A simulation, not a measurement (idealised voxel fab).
voxel spacer lines: a process module
Cross-sectional view cut (width: 155 nm; square cell size: 5 nm).
A cross-section is a grid of square cells, given in bands from the top down. A band is one or more rows of cells. First you get the band's top height and its bottom height, in nm, and then the materials it's made of, left to right, with each width in nm. If you see a single material with "all across", that one covers the band edge to edge. "blank" is empty space. We count height from 0. Below that, the starting wafer is all one material. The lowest band never ends at the bottom but goes on down; see "0 and below" for how that is written. Think of "30..40" as a width that walks from the first number to the second as you go down the band, top row to bottom row, taking equal-sized steps from row to row. A step reported as "nothing different" is a step in which no cell of the cross-section changed. Empty spaces counting at least 8 cells and having no open way to the top are listed in "Closed void list". The notation width x height at distance is used for each, the distance being from the left edge and all three values in nm. Heads up: the bit after the settings on a step's line is the simulator's remark on that step. A step's line can hold "overlay nm"; with a mask on that step, the setting says how far right of the planned place the mask lay, while a negative setting says it lay to the left.

The process steps that were planned are listed below:
1 RECEIVE: material Si
2 CONFORMAL_DEP: material Al2O3, thk nm 10
3 DIRECTIONAL_DEP: material W, thk nm 20
4 DIRECTIONAL_DEP: material aC, thk nm 30
5 PATTERN: tone cover, mask id MANDREL, material resist, width nm 15, pitch nm 60, thk nm 40, overlay nm 0
6 DIRECTIONAL_ETCH: etch materials aC, depth nm 30
7 STRIP: etch materials resist
8 CONFORMAL_DEP: material SiN, thk nm 10
9 DIRECTIONAL_ETCH: etch materials SiN, depth nm 10
10 STRIP: etch materials aC
11 DIRECTIONAL_ETCH: etch materials W, depth nm 20
12 STRIP: etch materials SiN
Quick note for whoever runs this: the wafers start identical, but the width nm at step 5 isn't the same across them. The plan just shows what the first wafer had.

First of several wafers (as received, post step 1), cross-sectional view:
	0 and below = Si all across
	Closed void list: none

Rows = wafers. At module end, each row lists per material the cells gained (+) or lost (-) since the wafer was received, then the closed voids:
width nm 15; +62 Al2O3; +32 W; Closed void list: none
width nm 20; +62 Al2O3; +32 W; Closed void list: none
width nm 25; +62 Al2O3; +32 W; Closed void list: none
width nm 30; +62 Al2O3; +32 W; Closed void list: none
width nm 35; +62 Al2O3; +32 W; Closed void list: none
